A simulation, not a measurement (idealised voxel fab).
Herein follows the process module entitled voxel wiring stack.
We display cut, a cross-section 230 nm in width whose square cells are each 5 nm.
Each cross-section below is a grid of square cells, stated as bands in top-down order, with one or more rows of cells making up each band. Heads up on the band format: heights come first, top then bottom, in nm. After that it's the materials left to right, each with its width in nm. A single material flagged "full width" fills the whole band edge to edge, and "empty" means there's empty space there. Heights are measured from 0, the level below which the as-received wafer is all one material; the lowest band has no bottom and continues downward, written as in "0..down". The notation "30..40" denotes a width that varies across the rows of cells in the band, beginning at the first number in the top row, finishing at the second number in the bottom row, and changing by an identical amount from each row to the next. Key: "identical to before" - step with no changed cell in the cross-section. Under "Closed void inventory" you'll find the enclosed gaps, the ones with no way out to the top, that are 8 cells or bigger; each reads width x height at distance, with distance counted from the left edge, everything in nm. Post-settings text on a step line: simulator's own remark regarding the step. "overlay nm" on a masked step: distance the mask lay right of its planned place, negative for left.
Steps planned for the process
| 1 | op RECEIVE | material Si |
| 2 | op CONFORMAL_DEP | material SiO2 | thk nm 15 |
| 3 | op CONFORMAL_DEP | material SiN | thk nm 5 |
| 4 | op DIRECTIONAL_DEP | material SiO2 | thk nm 20 |
| 5 | op DIRECTIONAL_DEP | material aC | thk nm 10 |
| 6 | op PATTERN | tone open | mask id METAL_1 | material resist | width nm 20 | pitch nm 50 | thk nm 25 | overlay nm 0 |
| 7 | op DIRECTIONAL_ETCH | etch materials aC | depth nm 10 |
| 8 | op STRIP | etch materials resist |
| 9 | op DIRECTIONAL_ETCH | etch materials SiO2 | depth nm 20 |
| 10 | op DIRECTIONAL_ETCH | etch materials SiN | depth nm 5 |
| 11 | op STRIP | etch materials aC |
| 12 | op CONFORMAL_DEP | material TiN | thk nm 5 |
| 13 | op FILL_DEP | material W | thk nm 10 |
| 14 | op CMP | height nm 40 |
| 15 | op EPI | material Ru | thk nm 5 |
| 16 | op FILL_DEP | material SiCN | thk nm 5 |
| 17 | op DIRECTIONAL_DEP | material lowk | thk nm 30 |
| 18 | op MASKED_ETCH | tone open | mask id METAL_2_HOLES | width nm 15 | pitch nm 50 | etch materials lowk | depth nm 30 | overlay nm 0 |
| 19 | op MASKED_ETCH | tone open | mask id METAL_2 | width nm 20 | pitch nm 50 | etch materials lowk | depth nm 15 | overlay nm 0 |
| 20 | op MASKED_ETCH | tone open | mask id METAL_2 | width nm 20 | pitch nm 50 | etch materials SiCN | depth nm 5 | overlay nm 0 |
| 21 | op CONFORMAL_DEP | material TiN | thk nm 5 |
| 22 | op FILL_DEP | material Cu | thk nm 5 |
| 23 | op CMP | height nm 80 |
| 24 | op CONFORMAL_DEP | material SiCN | thk nm 5 |
| 25 | op DIRECTIONAL_DEP | material lowk | thk nm 25 |
| 26 | op PATTERN | tone open | mask id METAL_3 | material resist | width nm 20 | pitch nm 50 | thk nm 20 | overlay nm 0 |
| 27 | op DIRECTIONAL_ETCH | etch materials lowk | depth nm 15 |
| 28 | op STRIP | etch materials resist |
| 29 | op PATTERN | tone open | mask id METAL_3_HOLES | material resist | width nm 15 | pitch nm 50 | thk nm 20 | overlay nm 0 |
| 30 | op DIRECTIONAL_ETCH | etch materials lowk | depth nm 10 |
| 31 | op DIRECTIONAL_ETCH | etch materials SiCN | depth nm 5 |
| 32 | op STRIP | etch materials resist |
| 33 | op CONFORMAL_DEP | material TiN | thk nm 5 |
| 34 | op FILL_DEP | material Ru | thk nm 10 |
| 35 | op CMP | height nm 110 |
| 36 | op CONFORMAL_DEP | material SiN | thk nm 5 |
First of two wafers, processed according to plan
Step 1 complete: cross-section of the wafer as received
  0..down = Si full width
  Closed void inventory: none
After step 2: wafer cross-section
  15..0 = SiO2 full width
  Below 0 it's all the same as before, nothing changed down there.
After step 3: wafer cross-section
  20..15 = SiN full width
  Below 15 it's all the same as before, nothing changed down there.
After step 4: wafer cross-section
  40..20 = SiO2 full width
  Below 20 it's all the same as before, nothing changed down there.
After step 5: wafer cross-section
  50..40 = aC full width
  Below 40 it's all the same as before, nothing changed down there.
After step 6: wafer cross-section
  75..50 = resist 80 nm; empty 20 nm; resist 30 nm; empty 20 nm; resist 80 nm
  Below 50 it's all the same as before, nothing changed down there.
After step 7: wafer cross-section
  65..50 = resist 80 nm; empty 20 nm; resist 30 nm; empty 20 nm; resist 80 nm
  50..40 = aC 80 nm; empty 20 nm; aC 30 nm; empty 20 nm; aC 80 nm
  Below 40 it's all the same as before, nothing changed down there.
After step 8: wafer cross-section
  50..40 = aC 80 nm; empty 20 nm; aC 30 nm; empty 20 nm; aC 80 nm
  Below 40 it's all the same as before, nothing changed down there.
After step 9: wafer cross-section
  50..40 = aC 80 nm; empty 20 nm; aC 30 nm; empty 20 nm; aC 80 nm
  40..20 = SiO2 80 nm; empty 20 nm; SiO2 30 nm; empty 20 nm; SiO2 80 nm
  Below 20 it's all the same as before, nothing changed down there.
After step 10: wafer cross-section
  50..40 = aC 80 nm; empty 20 nm; aC 30 nm; empty 20 nm; aC 80 nm
  40..20 = SiO2 80 nm; empty 20 nm; SiO2 30 nm; empty 20 nm; SiO2 80 nm
  20..15 = SiN 80 nm; empty 20 nm; SiN 30 nm; empty 20 nm; SiN 80 nm
  Below 15 it's all the same as before, nothing changed down there.
After step 11: wafer cross-section
  40..20 = SiO2 80 nm; empty 20 nm; SiO2 30 nm; empty 20 nm; SiO2 80 nm
  Below 20 it's all the same as before, nothing changed down there.
After step 12: wafer cross-section
  45..40 = TiN 85 nm; empty 10 nm; TiN 40 nm; empty 10 nm; TiN 85 nm
  40..20 = SiO2 80 nm; TiN 5 nm; empty 10 nm; TiN 5 nm; SiO2 30 nm; TiN 5 nm; empty 10 nm; TiN 5 nm; SiO2 80 nm
  20..15 = SiN 80 nm; TiN 20 nm; SiN 30 nm; TiN 20 nm; SiN 80 nm
  Below 15 it's all the same as before, nothing changed down there.
After step 13: wafer cross-section
  55..45 = W full width
  45..40 = TiN 85 nm; W 10 nm; TiN 40 nm; W 10 nm; TiN 85 nm
  40..20 = SiO2 80 nm; TiN 5 nm; W 10 nm; TiN 5 nm; SiO2 30 nm; TiN 5 nm; W 10 nm; TiN 5 nm; SiO2 80 nm
  Below 20 it's all the same as before, nothing changed down there.
After step 14: wafer cross-section
  40..20 = SiO2 80 nm; TiN 5 nm; W 10 nm; TiN 5 nm; SiO2 30 nm; TiN 5 nm; W 10 nm; TiN 5 nm; SiO2 80 nm
  Below 20 it's all the same as before, nothing changed down there.
After step 15: wafer cross-section
  45..40 = empty 75 nm; Ru 30 nm; empty 20 nm; Ru 30 nm; empty 75 nm
  Below 40 it's all the same as before, nothing changed down there.
After step 16: wafer cross-section
  50..45 = SiCN full width
  45..40 = SiCN 75 nm; Ru 30 nm; SiCN 20 nm; Ru 30 nm; SiCN 75 nm
  Below 40 it's all the same as before, nothing changed down there.
After step 17: wafer cross-section
  80..50 = lowk full width
  Below 50 it's all the same as before, nothing changed down there.
After step 18: wafer cross-section
  80..50 = lowk 80 nm; empty 15 nm; lowk 35 nm; empty 15 nm; lowk 85 nm
  Below 50 it's all the same as before, nothing changed down there.
After step 19: wafer cross-section
  80..65 = lowk 80 nm; empty 20 nm; lowk 30 nm; empty 20 nm; lowk 80 nm
  Below 65 it's all the same as before, nothing changed down there.
After step 20: wafer cross-section
  80..65 = lowk 80 nm; empty 20 nm; lowk 30 nm; empty 20 nm; lowk 80 nm
  65..50 = lowk 80 nm; empty 15 nm; lowk 35 nm; empty 15 nm; lowk 85 nm
  50..45 = SiCN 80 nm; empty 15 nm; SiCN 35 nm; empty 15 nm; SiCN 85 nm
  Below 45 it's all the same as before, nothing changed down there.
After step 21: wafer cross-section
  85..80 = TiN 85 nm; empty 10 nm; TiN 40 nm; empty 10 nm; TiN 85 nm
  80..70 = lowk 80 nm; TiN 5 nm; empty 10 nm; TiN 5 nm; lowk 30 nm; TiN 5 nm; empty 10 nm; TiN 5 nm; lowk 80 nm
  70..65 = lowk 80 nm; TiN 5 nm; empty 5 nm; TiN 10 nm; lowk 30 nm; TiN 5 nm; empty 5 nm; TiN 10 nm; lowk 80 nm
  65..50 = lowk 80 nm; TiN 5 nm; empty 5 nm; TiN 5 nm; lowk 35 nm; TiN 5 nm; empty 5 nm; TiN 5 nm; lowk 85 nm
  50..45 = SiCN 80 nm; TiN 15 nm; SiCN 35 nm; TiN 15 nm; SiCN 85 nm
  Below 45 it's all the same as before, nothing changed down there.
After step 22: wafer cross-section
  90..85 = Cu full width
  85..80 = TiN 85 nm; Cu 10 nm; TiN 40 nm; Cu 10 nm; TiN 85 nm
  80..70 = lowk 80 nm; TiN 5 nm; Cu 10 nm; TiN 5 nm; lowk 30 nm; TiN 5 nm; Cu 10 nm; TiN 5 nm; lowk 80 nm
  70..65 = lowk 80 nm; TiN 5 nm; Cu 5 nm; TiN 10 nm; lowk 30 nm; TiN 5 nm; Cu 5 nm; TiN 10 nm; lowk 80 nm
  65..50 = lowk 80 nm; TiN 5 nm; Cu 5 nm; TiN 5 nm; lowk 35 nm; TiN 5 nm; Cu 5 nm; TiN 5 nm; lowk 85 nm
  Below 50 it's all the same as before, nothing changed down there.
After step 23: wafer cross-section
  80..70 = lowk 80 nm; TiN 5 nm; Cu 10 nm; TiN 5 nm; lowk 30 nm; TiN 5 nm; Cu 10 nm; TiN 5 nm; lowk 80 nm
  Below 70 it's all the same as before, nothing changed down there.
After step 24: wafer cross-section
  85..80 = SiCN full width
  Below 80 it's all the same as before, nothing changed down there.
After step 25: wafer cross-section
  110..85 = lowk full width
  Below 85 it's all the same as before, nothing changed down there.
After step 26: wafer cross-section
  130..110 = resist 80 nm; empty 20 nm; resist 30 nm; empty 20 nm; resist 80 nm
  Below 110 it's all the same as before, nothing changed down there.
After step 27: wafer cross-section
  130..110 = resist 80 nm; empty 20 nm; resist 30 nm; empty 20 nm; resist 80 nm
  110..95 = lowk 80 nm; empty 20 nm; lowk 30 nm; empty 20 nm; lowk 80 nm
  Below 95 it's all the same as before, nothing changed down there.
After step 28: wafer cross-section
  110..95 = lowk 80 nm; empty 20 nm; lowk 30 nm; empty 20 nm; lowk 80 nm
  Below 95 it's all the same as before, nothing changed down there.
After step 29: wafer cross-section
  130..110 = resist 80 nm; empty 15 nm; resist 35 nm; empty 15 nm; resist 85 nm
  110..95 = lowk 80 nm; empty 15 nm; resist 5 nm; lowk 30 nm; empty 15 nm; resist 5 nm; lowk 80 nm
  Below 95 it's all the same as before, nothing changed down there.
After step 30: wafer cross-section
  130..110 = resist 80 nm; empty 15 nm; resist 35 nm; empty 15 nm; resist 85 nm
  110..95 = lowk 80 nm; empty 15 nm; resist 5 nm; lowk 30 nm; empty 15 nm; resist 5 nm; lowk 80 nm
  95..85 = lowk 80 nm; empty 15 nm; lowk 35 nm; empty 15 nm; lowk 85 nm
  Below 85 it's all the same as before, nothing changed down there.
After step 31: wafer cross-section
  130..110 = resist 80 nm; empty 15 nm; resist 35 nm; empty 15 nm; resist 85 nm
  110..95 = lowk 80 nm; empty 15 nm; resist 5 nm; lowk 30 nm; empty 15 nm; resist 5 nm; lowk 80 nm
  95..85 = lowk 80 nm; empty 15 nm; lowk 35 nm; empty 15 nm; lowk 85 nm
  85..80 = SiCN 80 nm; empty 15 nm; SiCN 35 nm; empty 15 nm; SiCN 85 nm
  Below 80 it's all the same as before, nothing changed down there.
After step 32: wafer cross-section
  110..95 = lowk 80 nm; empty 20 nm; lowk 30 nm; empty 20 nm; lowk 80 nm
  Below 95 it's all the same as before, nothing changed down there.
After step 33: wafer cross-section
  115..110 = TiN 85 nm; empty 10 nm; TiN 40 nm; empty 10 nm; TiN 85 nm
  110..100 = lowk 80 nm; TiN 5 nm; empty 10 nm; TiN 5 nm; lowk 30 nm; TiN 5 nm; empty 10 nm; TiN 5 nm; lowk 80 nm
  100..95 = lowk 80 nm; TiN 5 nm; empty 5 nm; TiN 10 nm; lowk 30 nm; TiN 5 nm; empty 5 nm; TiN 10 nm; lowk 80 nm
  95..85 = lowk 80 nm; TiN 5 nm; empty 5 nm; TiN 5 nm; lowk 35 nm; TiN 5 nm; empty 5 nm; TiN 5 nm; lowk 85 nm
  85..80 = SiCN 80 nm; TiN 15 nm; SiCN 35 nm; TiN 15 nm; SiCN 85 nm
  Below 80 it's all the same as before, nothing changed down there.
After step 34: wafer cross-section
  125..115 = Ru full width
  115..110 = TiN 85 nm; Ru 10 nm; TiN 40 nm; Ru 10 nm; TiN 85 nm
  110..100 = lowk 80 nm; TiN 5 nm; Ru 10 nm; TiN 5 nm; lowk 30 nm; TiN 5 nm; Ru 10 nm; TiN 5 nm; lowk 80 nm
  100..95 = lowk 80 nm; TiN 5 nm; Ru 5 nm; TiN 10 nm; lowk 30 nm; TiN 5 nm; Ru 5 nm; TiN 10 nm; lowk 80 nm
  95..85 = lowk 80 nm; TiN 5 nm; Ru 5 nm; TiN 5 nm; lowk 35 nm; TiN 5 nm; Ru 5 nm; TiN 5 nm; lowk 85 nm
  Below 85 it's all the same as before, nothing changed down there.
After step 35: wafer cross-section
  110..100 = lowk 80 nm; TiN 5 nm; Ru 10 nm; TiN 5 nm; lowk 30 nm; TiN 5 nm; Ru 10 nm; TiN 5 nm; lowk 80 nm
  Below 100 it's all the same as before, nothing changed down there.
After step 36: wafer cross-section
  115..110 = SiN full width
  Below 110 it's all the same as before, nothing changed down there.
Second wafer: same start and same plan as the first, one execution error; identical to the first through step 25
Cross-section of the second wafer at the time step 26 of the plan should have ended
  130..110 = empty 80 nm; resist 20 nm; empty 30 nm; resist 20 nm; empty 80 nm
  Below 110 it's all the same as before, nothing changed down there.
Cross-section of the second wafer at the time step 27 of the plan should have ended
  130..110 = empty 80 nm; resist 20 nm; empty 30 nm; resist 20 nm; empty 80 nm
  110..95 = empty 80 nm; lowk 20 nm; empty 30 nm; lowk 20 nm; empty 80 nm
  Below 95 it's all the same as before, nothing changed down there.
Cross-section of the second wafer at the time step 28 of the plan should have ended
  110..95 = empty 80 nm; lowk 20 nm; empty 30 nm; lowk 20 nm; empty 80 nm
  Below 95 it's all the same as before, nothing changed down there.
Cross-section of the second wafer at the time step 29 of the plan should have ended
  130..110 = resist 80 nm; empty 15 nm; resist 35 nm; empty 15 nm; resist 85 nm
  110..95 = resist 80 nm; lowk 20 nm; resist 30 nm; lowk 20 nm; resist 80 nm
  Below 95 it's all the same as before, nothing changed down there.
Cross-section of the second wafer at the time step 30 of the plan should have ended
  130..110 = resist 80 nm; empty 15 nm; resist 35 nm; empty 15 nm; resist 85 nm
  110..100 = resist 80 nm; empty 15 nm; lowk 5 nm; resist 30 nm; empty 15 nm; lowk 5 nm; resist 80 nm
  Below 100 it's all the same as before, nothing changed down there.
Cross-section of the second wafer at the time step 31 of the plan should have ended: identical to before
Cross-section of the second wafer at the time step 32 of the plan should have ended
  110..100 = empty 95 nm; lowk 5 nm; empty 45 nm; lowk 5 nm; empty 80 nm
  100..95 = empty 80 nm; lowk 20 nm; empty 30 nm; lowk 20 nm; empty 80 nm
  Below 95 it's all the same as before, nothing changed down there.
Cross-section of the second wafer at the time step 33 of the plan should have ended
  115..110 = empty 90 nm; TiN 15 nm; empty 35 nm; TiN 15 nm; empty 75 nm
  110..100 = empty 90..75 nm; TiN 5..20 nm; lowk 5 nm; TiN 5 nm; empty 35..20 nm; TiN 5..20 nm; lowk 5 nm; TiN 5 nm; empty 75 nm
  100..95 = TiN 80 nm; lowk 20 nm; TiN 30 nm; lowk 20 nm; TiN 80 nm
  Below 95 it's all the same as before, nothing changed down there.
Cross-section of the second wafer at the time step 34 of the plan should have ended
  125..115 = Ru full width
  115..110 = Ru 90 nm; TiN 15 nm; Ru 35 nm; TiN 15 nm; Ru 75 nm
  110..100 = Ru 90..75 nm; TiN 5..20 nm; lowk 5 nm; TiN 5 nm; Ru 35..20 nm; TiN 5..20 nm; lowk 5 nm; TiN 5 nm; Ru 75 nm
  Below 100 it's all the same as before, nothing changed down there.
Cross-section of the second wafer at the time step 35 of the plan should have ended
  110..100 = Ru 90..75 nm; TiN 5..20 nm; lowk 5 nm; TiN 5 nm; Ru 35..20 nm; TiN 5..20 nm; lowk 5 nm; TiN 5 nm; Ru 75 nm
  Below 100 it's all the same as before, nothing changed down there.
Cross-section of the second wafer at the time step 36 of the plan should have ended
  115..110 = SiN full width
  Below 110 it's all the same as before, nothing changed down there.
Misprocessing identified: rather than as planned, step 26 actually ran as op PATTERN | tone cover | mask id METAL_3 | material resist | width nm 20 | pitch nm 50 | thk nm 20 | overlay nm 0
Heads up, by the end the second wafer has more or fewer cells of some materials compared to the first: 60 more of Ru, 6 more of SiCN, 24 more of TiN, 90 fewer of lowk
